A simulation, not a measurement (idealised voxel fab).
voxel transistor to metal: a process module
The figure presents cross-section cut, which has a width of 265 nm and is divided into square cells with an edge length of 5 nm.
Cross-sections here: square-cell grids, written as top-down lists of bands, a band being one or more rows of cells. Heights first: top, then bottom, in nm. Then materials, left to right, each with a width in nm. "throughout" on a single material: fills the band edge to edge. "empty": empty space. Note: height 0 marks the level under which the wafer is uniformly one material as received. Lowest band unbounded below, written "top 0, no bottom". It should be noted that a width expressed as "30..40" varies in equal increments from row to row of cells within the band, taking the value of the first number at the top row and that of the second number at the bottom row. "everything unchanged" after a step means that no cell of the cross-section changed. Reported under the label "Closed void list" are the empty spaces having no open way to the top and comprising 8 cells or more; the notation for each is width x height at distance, in which the distance is measured from the left edge and all three values are in nm. On each step's line, the part that comes after the settings is the simulator's own comment on the step. The "overlay nm" setting may appear on a step's line; for a step that uses a mask, it gives how far to the right of its planned position the mask lay, and a negative value indicates the left.
# The planned process steps are enumerated hereunder
1,RECEIVE: material Si
2,OXIDIZE: depth nm 5
3,CONFORMAL_DEP: material SiN, thk nm 15
4,MASKED_ETCH: tone cover, mask id ACTIVE, width nm 105, pitch nm 130, etch materials SiN, depth nm 15, overlay nm 0
5,MASKED_ETCH: tone cover, mask id ACTIVE, width nm 105, pitch nm 130, etch materials SiO2, depth nm 5, overlay nm 0
6,MASKED_ETCH: tone cover, mask id ACTIVE, width nm 105, pitch nm 130, etch materials Si, depth nm 30, overlay nm 0
7,OXIDIZE: depth nm 5
8,FILL_DEP: material SiO2, thk nm 5
9,CMP: height nm 15
10,SELECTIVE_ETCH: etch materials SiO2, depth nm 10
11,STRIP: etch materials SiN
12,SELECTIVE_ETCH: etch materials SiO2, depth nm 5
13,OXIDIZE: depth nm 5
14,DIRECTIONAL_DEP: material polySi, thk nm 20
15,DIRECTIONAL_DEP: material SiCN, thk nm 15
16,DIRECTIONAL_DEP: material aC, thk nm 15
17,PATTERN: tone cover, mask id GATE, material resist, width nm 15, pitch nm 130, thk nm 35, overlay nm 0
18,DIRECTIONAL_ETCH: etch materials aC, depth nm 15
19,STRIP: etch materials resist
20,DIRECTIONAL_ETCH: etch materials SiCN, depth nm 25
21,DIRECTIONAL_ETCH: etch materials polySi, depth nm 30
22,STRIP: etch materials aC
23,CONFORMAL_DEP: material SiO2, thk nm 5
24,DIRECTIONAL_ETCH: etch materials SiO2, depth nm 5
25,CONFORMAL_DEP: material SiN, thk nm 10
26,DIRECTIONAL_ETCH: etch materials SiN, depth nm 10
27,DIRECTIONAL_ETCH: etch materials SiO2, depth nm 5
28,DIRECTIONAL_ETCH: etch materials Si, depth nm 15
29,EPI: material SiGe, thk nm 15
30,FILL_DEP: material SiO2, thk nm 10
31,CMP: height nm 30
32,DIRECTIONAL_DEP: material SiO2, thk nm 10
33,DIRECTIONAL_DEP: material aC, thk nm 15
34,PATTERN: tone open, mask id CONTACT, material resist, width nm 35, thk nm 35, overlay nm 0
35,DIRECTIONAL_ETCH: etch materials aC, depth nm 15
36,STRIP: etch materials resist
37,DIRECTIONAL_ETCH: etch materials SiO2, depth nm 35
38,STRIP: etch materials aC
39,CONFORMAL_DEP: material TiN, thk nm 5
40,FILL_DEP: material Ru, thk nm 10
41,CMP: height nm 40
42,CONFORMAL_DEP: material SiN, thk nm 5
43,DIRECTIONAL_DEP: material SiO2, thk nm 20
44,MASKED_ETCH: tone open, mask id METAL_1, width nm 20, etch materials SiO2, depth nm 20, overlay nm 0
45,MASKED_ETCH: tone open, mask id METAL_1, width nm 20, etch materials SiN, depth nm 5, overlay nm 0
46,CONFORMAL_DEP: material TiN, thk nm 5
47,FILL_DEP: material Cu, thk nm 10
48,CMP: height nm 65
49,CONFORMAL_DEP: material SiCN, thk nm 5
# The first of a set of two wafers, run to plan
# Wafer as received: cross-section following step 1
> top 0, no bottom | Si throughout
> Closed void list: none
# Sectional view: wafer, after step 2
> top 0, bottom -5 | SiO2 throughout
> For the remainder of the cross-section, below -5, there is no change.
# Sectional view: wafer, after step 3
> top 15, bottom 0 | SiN throughout
> For the remainder of the cross-section, below 0, there is no change.
# Sectional view: wafer, after step 4
> top 15, bottom 0 | 15 empty | 105 SiN | 25 empty | 105 SiN | 15 empty
> For the remainder of the cross-section, below 0, there is no change.
# Sectional view: wafer, after step 5
> top 15, bottom 0 | 15 empty | 105 SiN | 25 empty | 105 SiN | 15 empty
> top 0, bottom -5 | 15 empty | 105 SiO2 | 25 empty | 105 SiO2 | 15 empty
> For the remainder of the cross-section, below -5, there is no change.
# Sectional view: wafer, after step 6
> top 15, bottom 0 | 15 empty | 105 SiN | 25 empty | 105 SiN | 15 empty
> top 0, bottom -5 | 15 empty | 105 SiO2 | 25 empty | 105 SiO2 | 15 empty
> top -5, bottom -35 | 15 empty | 105 Si | 25 empty | 105 Si | 15 empty
> For the remainder of the cross-section, below -35, there is no change.
# Sectional view: wafer, after step 7
> top 15, bottom 0 | 15 empty | 105 SiN | 25 empty | 105 SiN | 15 empty
> top 0, bottom -5 | 15 empty | 105 SiO2 | 25 empty | 105 SiO2 | 15 empty
> top -5, bottom -35 | 15 empty | 5 SiO2 | 95 Si | 5 SiO2 | 25 empty | 5 SiO2 | 95 Si | 5 SiO2 | 15 empty
> top -35, bottom -40 | 20 SiO2 | 95 Si | 35 SiO2 | 95 Si | 20 SiO2
> For the remainder of the cross-section, below -40, there is no change.
# Sectional view: wafer, after step 8
> top 20, bottom 15 | SiO2 throughout
> top 15, bottom 0 | 15 SiO2 | 105 SiN | 25 SiO2 | 105 SiN | 15 SiO2
> top 0, bottom -5 | SiO2 throughout
> top -5, bottom -40 | 20 SiO2 | 95 Si | 35 SiO2 | 95 Si | 20 SiO2
> For the remainder of the cross-section, below -40, there is no change.
# Sectional view: wafer, after step 9
> top 15, bottom 0 | 15 SiO2 | 105 SiN | 25 SiO2 | 105 SiN | 15 SiO2
> For the remainder of the cross-section, below 0, there is no change.
# Sectional view: wafer, after step 10
> top 15, bottom 5 | 15 empty | 105 SiN | 25 empty | 105 SiN | 15 empty
> For the remainder of the cross-section, below 5, there is no change.
# Sectional view: wafer, after step 11
> top 5, bottom 0 | 15 SiO2 | 105 empty | 25 SiO2 | 105 empty | 15 SiO2
> For the remainder of the cross-section, below 0, there is no change.
# Sectional view: wafer, after step 12
> top 0, bottom -5 | 10 SiO2 | 115 empty | 15 SiO2 | 115 empty | 10 SiO2
> For the remainder of the cross-section, below -5, there is no change.
# Sectional view: wafer, after step 13
> top 0, bottom -5 | 10 SiO2 | 115 empty | 15 SiO2 | 115 empty | 10 SiO2
> top -5, bottom -10 | SiO2 throughout
> For the remainder of the cross-section, below -10, there is no change.
# Sectional view: wafer, after step 14
> top 20, bottom 15 | 10 polySi | 115 empty | 15 polySi | 115 empty | 10 polySi
> top 15, bottom 0 | polySi throughout
> top 0, bottom -5 | 10 SiO2 | 115 polySi | 15 SiO2 | 115 polySi | 10 SiO2
> For the remainder of the cross-section, below -5, there is no change.
# Sectional view: wafer, after step 15
> top 35, bottom 30 | 10 SiCN | 115 empty | 15 SiCN | 115 empty | 10 SiCN
> top 30, bottom 20 | SiCN throughout
> top 20, bottom 15 | 10 polySi | 115 SiCN | 15 polySi | 115 SiCN | 10 polySi
> For the remainder of the cross-section, below 15, there is no change.
# Sectional view: wafer, after step 16
> top 50, bottom 45 | 10 aC | 115 empty | 15 aC | 115 empty | 10 aC
> top 45, bottom 35 | aC throughout
> top 35, bottom 30 | 10 SiCN | 115 aC | 15 SiCN | 115 aC | 10 SiCN
> For the remainder of the cross-section, below 30, there is no change.
# Sectional view: wafer, after step 17
> top 85, bottom 50 | 60 empty | 15 resist | 115 empty | 15 resist | 60 empty
> top 50, bottom 45 | 10 aC | 50 empty | 15 resist | 50 empty | 15 aC | 50 empty | 15 resist | 50 empty | 10 aC
> For the remainder of the cross-section, below 45, there is no change.
# Sectional view: wafer, after step 18
> top 70, bottom 45 | 60 empty | 15 resist | 115 empty | 15 resist | 60 empty
> top 45, bottom 35 | 60 empty | 15 aC | 115 empty | 15 aC | 60 empty
> top 35, bottom 30 | 10 SiCN | 50 empty | 15 aC | 50 empty | 15 SiCN | 50 empty | 15 aC | 50 empty | 10 SiCN
> For the remainder of the cross-section, below 30, there is no change.
# Sectional view: wafer, after step 19
> top 45, bottom 35 | 60 empty | 15 aC | 115 empty | 15 aC | 60 empty
> For the remainder of the cross-section, below 35, there is no change.
# Sectional view: wafer, after step 20
> top 45, bottom 30 | 60 empty | 15 aC | 115 empty | 15 aC | 60 empty
> top 30, bottom 20 | 60 empty | 15 SiCN | 115 empty | 15 SiCN | 60 empty
> top 20, bottom 15 | 10 polySi | 50 empty | 15 SiCN | 50 empty | 15 polySi | 50 empty | 15 SiCN | 50 empty | 10 polySi
> For the remainder of the cross-section, below 15, there is no change.
# Sectional view: wafer, after step 21
> top 45, bottom 30 | 60 empty | 15 aC | 115 empty | 15 aC | 60 empty
> top 30, bottom 15 | 60 empty | 15 SiCN | 115 empty | 15 SiCN | 60 empty
> top 15, bottom 0 | 60 empty | 15 polySi | 115 empty | 15 polySi | 60 empty
> top 0, bottom -5 | 10 SiO2 | 50 empty | 15 polySi | 50 empty | 15 SiO2 | 50 empty | 15 polySi | 50 empty | 10 SiO2
> For the remainder of the cross-section, below -5, there is no change.
# Sectional view: wafer, after step 22
> top 30, bottom 15 | 60 empty | 15 SiCN | 115 empty | 15 SiCN | 60 empty
> For the remainder of the cross-section, below 15, there is no change.
# Sectional view: wafer, after step 23
> top 35, bottom 30 | 55 empty | 25 SiO2 | 105 empty | 25 SiO2 | 55 empty
> top 30, bottom 15 | 55 empty | 5 SiO2 | 15 SiCN | 5 SiO2 | 105 empty | 5 SiO2 | 15 SiCN | 5 SiO2 | 55 empty
> top 15, bottom 5 | 55 empty | 5 SiO2 | 15 polySi | 5 SiO2 | 105 empty | 5 SiO2 | 15 polySi | 5 SiO2 | 55 empty
> top 5, bottom 0 | 15 SiO2 | 40 empty | 5 SiO2 | 15 polySi | 5 SiO2 | 40 empty | 25 SiO2 | 40 empty | 5 SiO2 | 15 polySi | 5 SiO2 | 40 empty | 15 SiO2
> top 0, bottom -5 | 60 SiO2 | 15 polySi | 115 SiO2 | 15 polySi | 60 SiO2
> For the remainder of the cross-section, below -5, there is no change.
# Sectional view: wafer, after step 24
> top 30, bottom 15 | 55 empty | 5 SiO2 | 15 SiCN | 5 SiO2 | 105 empty | 5 SiO2 | 15 SiCN | 5 SiO2 | 55 empty
> top 15, bottom 0 | 55 empty | 5 SiO2 | 15 polySi | 5 SiO2 | 105 empty | 5 SiO2 | 15 polySi | 5 SiO2 | 55 empty
> top 0, bottom -5 | 15 SiO2 | 40 empty | 5 SiO2 | 15 polySi | 5 SiO2 | 40 empty | 25 SiO2 | 40 empty | 5 SiO2 | 15 polySi | 5 SiO2 | 40 empty | 15 SiO2
> For the remainder of the cross-section, below -5, there is no change.
# Sectional view: wafer, after step 25
> top 40, bottom 30 | 45 empty | 45 SiN | 85 empty | 45 SiN | 45 empty
> top 30, bottom 15 | 45 empty | 10 SiN | 5 SiO2 | 15 SiCN | 5 SiO2 | 10 SiN | 85 empty | 10 SiN | 5 SiO2 | 15 SiCN | 5 SiO2 | 10 SiN | 45 empty
> top 15, bottom 10 | 45 empty | 10 SiN | 5 SiO2 | 15 polySi | 5 SiO2 | 10 SiN | 85 empty | 10 SiN | 5 SiO2 | 15 polySi | 5 SiO2 | 10 SiN | 45 empty
> top 10, bottom 5 | 25 SiN | 20 empty | 10 SiN | 5 SiO2 | 15 polySi | 5 SiO2 | 10 SiN | 20 empty | 45 SiN | 20 empty | 10 SiN | 5 SiO2 | 15 polySi | 5 SiO2 | 10 SiN | 20 empty | 25 SiN
> top 5, bottom 0 | 55 SiN | 5 SiO2 | 15 polySi | 5 SiO2 | 105 SiN | 5 SiO2 | 15 polySi | 5 SiO2 | 55 SiN
> top 0, bottom -5 | 15 SiO2 | 40 SiN | 5 SiO2 | 15 polySi | 5 SiO2 | 40 SiN | 25 SiO2 | 40 SiN | 5 SiO2 | 15 polySi | 5 SiO2 | 40 SiN | 15 SiO2
> For the remainder of the cross-section, below -5, there is no change.
# Sectional view: wafer, after step 26
> top 30, bottom 15 | 45 empty | 10 SiN | 5 SiO2 | 15 SiCN | 5 SiO2 | 10 SiN | 85 empty | 10 SiN | 5 SiO2 | 15 SiCN | 5 SiO2 | 10 SiN | 45 empty
> top 15, bottom 0 | 45 empty | 10 SiN | 5 SiO2 | 15 polySi | 5 SiO2 | 10 SiN | 85 empty | 10 SiN | 5 SiO2 | 15 polySi | 5 SiO2 | 10 SiN | 45 empty
> top 0, bottom -5 | 15 SiO2 | 10 SiN | 20 empty | 10 SiN | 5 SiO2 | 15 polySi | 5 SiO2 | 10 SiN | 20 empty | 10 SiN | 25 SiO2 | 10 SiN | 20 empty | 10 SiN | 5 SiO2 | 15 polySi | 5 SiO2 | 10 SiN | 20 empty | 10 SiN | 15 SiO2
> For the remainder of the cross-section, below -5, there is no change.
# Sectional view: wafer, after step 27
> top 30, bottom 25 | 45 empty | 10 SiN | 5 empty | 15 SiCN | 5 empty | 10 SiN | 85 empty | 10 SiN | 5 empty | 15 SiCN | 5 empty | 10 SiN | 45 empty
> top 25, bottom 15 | 45 empty | 10 SiN | 5 SiO2 | 15 SiCN | 5 SiO2 | 10 SiN | 85 empty | 10 SiN | 5 SiO2 | 15 SiCN | 5 SiO2 | 10 SiN | 45 empty
> top 15, bottom 0 | 45 empty | 10 SiN | 5 SiO2 | 15 polySi | 5 SiO2 | 10 SiN | 85 empty | 10 SiN | 5 SiO2 | 15 polySi | 5 SiO2 | 10 SiN | 45 empty
> top 0, bottom -5 | 15 empty | 10 SiN | 20 empty | 10 SiN | 5 SiO2 | 15 polySi | 5 SiO2 | 10 SiN | 20 empty | 10 SiN | 25 empty | 10 SiN | 20 empty | 10 SiN | 5 SiO2 | 15 polySi | 5 SiO2 | 10 SiN | 20 empty | 10 SiN | 15 empty
> top -5, bottom -10 | 25 SiO2 | 20 empty | 45 SiO2 | 20 empty | 45 SiO2 | 20 empty | 45 SiO2 | 20 empty | 25 SiO2
> For the remainder of the cross-section, below -10, there is no change.
# Sectional view: wafer, after step 28
> top 30, bottom 25 | 45 empty | 10 SiN | 5 empty | 15 SiCN | 5 empty | 10 SiN | 85 empty | 10 SiN | 5 empty | 15 SiCN | 5 empty | 10 SiN | 45 empty
> top 25, bottom 15 | 45 empty | 10 SiN | 5 SiO2 | 15 SiCN | 5 SiO2 | 10 SiN | 85 empty | 10 SiN | 5 SiO2 | 15 SiCN | 5 SiO2 | 10 SiN | 45 empty
> top 15, bottom 0 | 45 empty | 10 SiN | 5 SiO2 | 15 polySi | 5 SiO2 | 10 SiN | 85 empty | 10 SiN | 5 SiO2 | 15 polySi | 5 SiO2 | 10 SiN | 45 empty
> top 0, bottom -5 | 15 empty | 10 SiN | 20 empty | 10 SiN | 5 SiO2 | 15 polySi | 5 SiO2 | 10 SiN | 20 empty | 10 SiN | 25 empty | 10 SiN | 20 empty | 10 SiN | 5 SiO2 | 15 polySi | 5 SiO2 | 10 SiN | 20 empty | 10 SiN | 15 empty
> top -5, bottom -10 | 25 SiO2 | 20 empty | 45 SiO2 | 20 empty | 45 SiO2 | 20 empty | 45 SiO2 | 20 empty | 25 SiO2
> top -10, bottom -25 | 20 SiO2 | 5 Si | 20 empty | 45 Si | 20 empty | 5 Si | 35 SiO2 | 5 Si | 20 empty | 45 Si | 20 empty | 5 Si | 20 SiO2
> For the remainder of the cross-section, below -25, there is no change.
# Sectional view: wafer, after step 29
> top 30, bottom 25 | 45 empty | 10 SiN | 5 empty | 15 SiCN | 5 empty | 10 SiN | 85 empty | 10 SiN | 5 empty | 15 SiCN | 5 empty | 10 SiN | 45 empty
> top 25, bottom 15 | 45 empty | 10 SiN | 5 SiO2 | 15 SiCN | 5 SiO2 | 10 SiN | 85 empty | 10 SiN | 5 SiO2 | 15 SiCN | 5 SiO2 | 10 SiN | 45 empty
> top 15, bottom 5 | 45 empty | 10 SiN | 5 SiO2 | 15 polySi | 5 SiO2 | 10 SiN | 85 empty | 10 SiN | 5 SiO2 | 15 polySi | 5 SiO2 | 10 SiN | 45 empty
> top 5, bottom 0 | 20 empty | 25 SiGe | 10 SiN | 5 SiO2 | 15 polySi | 5 SiO2 | 10 SiN | 25 SiGe | 35 empty | 25 SiGe | 10 SiN | 5 SiO2 | 15 polySi | 5 SiO2 | 10 SiN | 25 SiGe | 20 empty
> top 0, bottom -5 | 15 empty | 10 SiN | 20 SiGe | 10 SiN | 5 SiO2 | 15 polySi | 5 SiO2 | 10 SiN | 20 SiGe | 10 SiN | 25 empty | 10 SiN | 20 SiGe | 10 SiN | 5 SiO2 | 15 polySi | 5 SiO2 | 10 SiN | 20 SiGe | 10 SiN | 15 empty
> top -5, bottom -10 | 25 SiO2 | 20 SiGe | 45 SiO2 | 20 SiGe | 45 SiO2 | 20 SiGe | 45 SiO2 | 20 SiGe | 25 SiO2
> top -10, bottom -25 | 20 SiO2 | 5 Si | 20 SiGe | 45 Si | 20 SiGe | 5 Si | 35 SiO2 | 5 Si | 20 SiGe | 45 Si | 20 SiGe | 5 Si | 20 SiO2
> For the remainder of the cross-section, below -25, there is no change.
# Sectional view: wafer, after step 30
> top 40, bottom 30 | SiO2 throughout
> top 30, bottom 15 | 45 SiO2 | 10 SiN | 5 SiO2 | 15 SiCN | 5 SiO2 | 10 SiN | 85 SiO2 | 10 SiN | 5 SiO2 | 15 SiCN | 5 SiO2 | 10 SiN | 45 SiO2
> top 15, bottom 5 | 45 SiO2 | 10 SiN | 5 SiO2 | 15 polySi | 5 SiO2 | 10 SiN | 85 SiO2 | 10 SiN | 5 SiO2 | 15 polySi | 5 SiO2 | 10 SiN | 45 SiO2
> top 5, bottom 0 | 20 SiO2 | 25 SiGe | 10 SiN | 5 SiO2 | 15 polySi | 5 SiO2 | 10 SiN | 25 SiGe | 35 SiO2 | 25 SiGe | 10 SiN | 5 SiO2 | 15 polySi | 5 SiO2 | 10 SiN | 25 SiGe | 20 SiO2
> top 0, bottom -5 | 15 SiO2 | 10 SiN | 20 SiGe | 10 SiN | 5 SiO2 | 15 polySi | 5 SiO2 | 10 SiN | 20 SiGe | 10 SiN | 25 SiO2 | 10 SiN | 20 SiGe | 10 SiN | 5 SiO2 | 15 polySi | 5 SiO2 | 10 SiN | 20 SiGe | 10 SiN | 15 SiO2
> For the remainder of the cross-section, below -5, there is no change.
# Sectional view: wafer, after step 31
> top 30, bottom 15 | 45 SiO2 | 10 SiN | 5 SiO2 | 15 SiCN | 5 SiO2 | 10 SiN | 85 SiO2 | 10 SiN | 5 SiO2 | 15 SiCN | 5 SiO2 | 10 SiN | 45 SiO2
> For the remainder of the cross-section, below 15, there is no change.
# Sectional view: wafer, after step 32
> top 40, bottom 30 | SiO2 throughout
> For the remainder of the cross-section, below 30, there is no change.
# Sectional view: wafer, after step 33
> top 55, bottom 40 | aC throughout
> For the remainder of the cross-section, below 40, there is no change.
# Sectional view: wafer, after step 34
> top 90, bottom 55 | 20 resist | 35 empty | 25 resist | 35 empty | 35 resist | 35 empty | 25 resist | 35 empty | 20 resist
> For the remainder of the cross-section, below 55, there is no change.
# Sectional view: wafer, after step 35
> top 75, bottom 55 | 20 resist | 35 empty | 25 resist | 35 empty | 35 resist | 35 empty | 25 resist | 35 empty | 20 resist
> top 55, bottom 40 | 20 aC | 35 empty | 25 aC | 35 empty | 35 aC | 35 empty | 25 aC | 35 empty | 20 aC
> For the remainder of the cross-section, below 40, there is no change.
# Sectional view: wafer, after step 36
> top 55, bottom 40 | 20 aC | 35 empty | 25 aC | 35 empty | 35 aC | 35 empty | 25 aC | 35 empty | 20 aC
> For the remainder of the cross-section, below 40, there is no change.
# Sectional view: wafer, after step 37
> top 55, bottom 40 | 20 aC | 35 empty | 25 aC | 35 empty | 35 aC | 35 empty | 25 aC | 35 empty | 20 aC
> top 40, bottom 30 | 20 SiO2 | 35 empty | 25 SiO2 | 35 empty | 35 SiO2 | 35 empty | 25 SiO2 | 35 empty | 20 SiO2
> top 30, bottom 15 | 20 SiO2 | 25 empty | 10 SiN | 5 SiO2 | 15 SiCN | 5 SiO2 | 10 SiN | 25 empty | 35 SiO2 | 25 empty | 10 SiN | 5 SiO2 | 15 SiCN | 5 SiO2 | 10 SiN | 25 empty | 20 SiO2
> top 15, bottom 5 | 20 SiO2 | 25 empty | 10 SiN | 5 SiO2 | 15 polySi | 5 SiO2 | 10 SiN | 25 empty | 35 SiO2 | 25 empty | 10 SiN | 5 SiO2 | 15 polySi | 5 SiO2 | 10 SiN | 25 empty | 20 SiO2
> For the remainder of the cross-section, below 5, there is no change.
# Sectional view: wafer, after step 38
> top 40, bottom 30 | 20 SiO2 | 35 empty | 25 SiO2 | 35 empty | 35 SiO2 | 35 empty | 25 SiO2 | 35 empty | 20 SiO2
> For the remainder of the cross-section, below 30, there is no change.
# Sectional view: wafer, after step 39
> top 45, bottom 40 | 25 TiN | 25 empty | 35 TiN | 25 empty | 45 TiN | 25 empty | 35 TiN | 25 empty | 25 TiN
> top 40, bottom 30 | 20 SiO2 | 5 TiN | 25..15 empty | 5..15 TiN | 25 SiO2 | 5..15 TiN | 25..15 empty | 5 TiN | 35 SiO2 | 5 TiN | 25..15 empty | 5..15 TiN | 25 SiO2 | 5..15 TiN | 25..15 empty | 5 TiN | 20 SiO2
> top 30, bottom 15 | 20 SiO2 | 5 TiN | 15 empty | 5 TiN | 10 SiN | 5 SiO2 | 15 SiCN | 5 SiO2 | 10 SiN | 5 TiN | 15 empty | 5 TiN | 35 SiO2 | 5 TiN | 15 empty | 5 TiN | 10 SiN | 5 SiO2 | 15 SiCN | 5 SiO2 | 10 SiN | 5 TiN | 15 empty | 5 TiN | 20 SiO2
> top 15, bottom 10 | 20 SiO2 | 5 TiN | 15 empty | 5 TiN | 10 SiN | 5 SiO2 | 15 polySi | 5 SiO2 | 10 SiN | 5 TiN | 15 empty | 5 TiN | 35 SiO2 | 5 TiN | 15 empty | 5 TiN | 10 SiN | 5 SiO2 | 15 polySi | 5 SiO2 | 10 SiN | 5 TiN | 15 empty | 5 TiN | 20 SiO2
> top 10, bottom 5 | 20 SiO2 | 25 TiN | 10 SiN | 5 SiO2 | 15 polySi | 5 SiO2 | 10 SiN | 25 TiN | 35 SiO2 | 25 TiN | 10 SiN | 5 SiO2 | 15 polySi | 5 SiO2 | 10 SiN | 25 TiN | 20 SiO2
> For the remainder of the cross-section, below 5, there is no change.
# Sectional view: wafer, after step 40
> top 55, bottom 45 | Ru throughout
> top 45, bottom 40 | 25 TiN | 25 Ru | 35 TiN | 25 Ru | 45 TiN | 25 Ru | 35 TiN | 25 Ru | 25 TiN
> top 40, bottom 30 | 20 SiO2 | 5 TiN | 25..15 Ru | 5..15 TiN | 25 SiO2 | 5..15 TiN | 25..15 Ru | 5 TiN | 35 SiO2 | 5 TiN | 25..15 Ru | 5..15 TiN | 25 SiO2 | 5..15 TiN | 25..15 Ru | 5 TiN | 20 SiO2
> top 30, bottom 15 | 20 SiO2 | 5 TiN | 15 Ru | 5 TiN | 10 SiN | 5 SiO2 | 15 SiCN | 5 SiO2 | 10 SiN | 5 TiN | 15 Ru | 5 TiN | 35 SiO2 | 5 TiN | 15 Ru | 5 TiN | 10 SiN | 5 SiO2 | 15 SiCN | 5 SiO2 | 10 SiN | 5 TiN | 15 Ru | 5 TiN | 20 SiO2
> top 15, bottom 10 | 20 SiO2 | 5 TiN | 15 Ru | 5 TiN | 10 SiN | 5 SiO2 | 15 polySi | 5 SiO2 | 10 SiN | 5 TiN | 15 Ru | 5 TiN | 35 SiO2 | 5 TiN | 15 Ru | 5 TiN | 10 SiN | 5 SiO2 | 15 polySi | 5 SiO2 | 10 SiN | 5 TiN | 15 Ru | 5 TiN | 20 SiO2
> For the remainder of the cross-section, below 10, there is no change.
# Sectional view: wafer, after step 41
> top 40, bottom 30 | 20 SiO2 | 5 TiN | 25..15 Ru | 5..15 TiN | 25 SiO2 | 5..15 TiN | 25..15 Ru | 5 TiN | 35 SiO2 | 5 TiN | 25..15 Ru | 5..15 TiN | 25 SiO2 | 5..15 TiN | 25..15 Ru | 5 TiN | 20 SiO2
> For the remainder of the cross-section, below 30, there is no change.
# Sectional view: wafer, after step 42
> top 45, bottom 40 | SiN throughout
> For the remainder of the cross-section, below 40, there is no change.
# Sectional view: wafer, after step 43
> top 65, bottom 45 | SiO2 throughout
> For the remainder of the cross-section, below 45, there is no change.
# Sectional view: wafer, after step 44
> top 65, bottom 45 | 20 SiO2 | 20 empty | 55 SiO2 | 20 empty | 35 SiO2 | 20 empty | 55 SiO2 | 20 empty | 20 SiO2
> For the remainder of the cross-section, below 45, there is no change.
# Sectional view: wafer, after step 45
> top 65, bottom 45 | 20 SiO2 | 20 empty | 55 SiO2 | 20 empty | 35 SiO2 | 20 empty | 55 SiO2 | 20 empty | 20 SiO2
> top 45, bottom 40 | 20 SiN | 20 empty | 55 SiN | 20 empty | 35 SiN | 20 empty | 55 SiN | 20 empty | 20 SiN
> For the remainder of the cross-section, below 40, there is no change.
# Sectional view: wafer, after step 46
> top 70, bottom 65 | 25 TiN | 10 empty | 65 TiN | 10 empty | 45 TiN | 10 empty | 65 TiN | 10 empty | 25 TiN
> top 65, bottom 45 | 20 SiO2 | 5 TiN | 10 empty | 5 TiN | 55 SiO2 | 5 TiN | 10 empty | 5 TiN | 35 SiO2 | 5 TiN | 10 empty | 5 TiN | 55 SiO2 | 5 TiN | 10 empty | 5 TiN | 20 SiO2
> top 45, bottom 40 | 20 SiN | 20 TiN | 55 SiN | 20 TiN | 35 SiN | 20 TiN | 55 SiN | 20 TiN | 20 SiN
> For the remainder of the cross-section, below 40, there is no change.
# Sectional view: wafer, after step 47
> top 80, bottom 70 | Cu throughout
> top 70, bottom 65 | 25 TiN | 10 Cu | 65 TiN | 10 Cu | 45 TiN | 10 Cu | 65 TiN | 10 Cu | 25 TiN
> top 65, bottom 45 | 20 SiO2 | 5 TiN | 10 Cu | 5 TiN | 55 SiO2 | 5 TiN | 10 Cu | 5 TiN | 35 SiO2 | 5 TiN | 10 Cu | 5 TiN | 55 SiO2 | 5 TiN | 10 Cu | 5 TiN | 20 SiO2
> For the remainder of the cross-section, below 45, there is no change.
# Sectional view: wafer, after step 48
> top 65, bottom 45 | 20 SiO2 | 5 TiN | 10 Cu | 5 TiN | 55 SiO2 | 5 TiN | 10 Cu | 5 TiN | 35 SiO2 | 5 TiN | 10 Cu | 5 TiN | 55 SiO2 | 5 TiN | 10 Cu | 5 TiN | 20 SiO2
> For the remainder of the cross-section, below 45, there is no change.
# Sectional view: wafer, after step 49
> top 70, bottom 65 | SiCN throughout
> For the remainder of the cross-section, below 65, there is no change.
# Wafer two. Identical start, identical plan. One mistake in execution. Identical history through step 41
# Second wafer, sectioned view, at step 42's planned end time
> top 45, bottom 40 | Cu throughout
> For the remainder of the cross-section, below 40, there is no change.
# Second wafer, sectioned view, at step 43's planned end time
> top 65, bottom 45 | SiO2 throughout
> For the remainder of the cross-section, below 45, there is no change.
# Second wafer, sectioned view, at step 44's planned end time
> top 65, bottom 45 | 20 SiO2 | 20 empty | 55 SiO2 | 20 empty | 35 SiO2 | 20 empty | 55 SiO2 | 20 empty | 20 SiO2
> For the remainder of the cross-section, below 45, there is no change.
Second wafer, sectioned view, at step 45's planned end time: everything unchanged
# Second wafer, sectioned view, at step 46's planned end time
> top 70, bottom 65 | 25 TiN | 10 empty | 65 TiN | 10 empty | 45 TiN | 10 empty | 65 TiN | 10 empty | 25 TiN
> top 65, bottom 50 | 20 SiO2 | 5 TiN | 10 empty | 5 TiN | 55 SiO2 | 5 TiN | 10 empty | 5 TiN | 35 SiO2 | 5 TiN | 10 empty | 5 TiN | 55 SiO2 | 5 TiN | 10 empty | 5 TiN | 20 SiO2
> top 50, bottom 45 | 20 SiO2 | 20 TiN | 55 SiO2 | 20 TiN | 35 SiO2 | 20 TiN | 55 SiO2 | 20 TiN | 20 SiO2
> For the remainder of the cross-section, below 45, there is no change.
# Second wafer, sectioned view, at step 47's planned end time
> top 80, bottom 70 | Cu throughout
> top 70, bottom 65 | 25 TiN | 10 Cu | 65 TiN | 10 Cu | 45 TiN | 10 Cu | 65 TiN | 10 Cu | 25 TiN
> top 65, bottom 50 | 20 SiO2 | 5 TiN | 10 Cu | 5 TiN | 55 SiO2 | 5 TiN | 10 Cu | 5 TiN | 35 SiO2 | 5 TiN | 10 Cu | 5 TiN | 55 SiO2 | 5 TiN | 10 Cu | 5 TiN | 20 SiO2
> For the remainder of the cross-section, below 50, there is no change.
# Second wafer, sectioned view, at step 48's planned end time
> top 65, bottom 50 | 20 SiO2 | 5 TiN | 10 Cu | 5 TiN | 55 SiO2 | 5 TiN | 10 Cu | 5 TiN | 35 SiO2 | 5 TiN | 10 Cu | 5 TiN | 55 SiO2 | 5 TiN | 10 Cu | 5 TiN | 20 SiO2
> For the remainder of the cross-section, below 50, there is no change.
# Second wafer, sectioned view, at step 49's planned end time
> top 70, bottom 65 | SiCN throughout
> For the remainder of the cross-section, below 65, there is no change.
Want to know what went wrong? step 42 ran differently from the plan; actual operation with settings: CONFORMAL_DEP: material Cu, thk nm 5
The final cell counts differ between the wafers, with the second having more or fewer of some materials than the first: 45 more of Cu, 37 fewer of SiN, 8 fewer of TiN
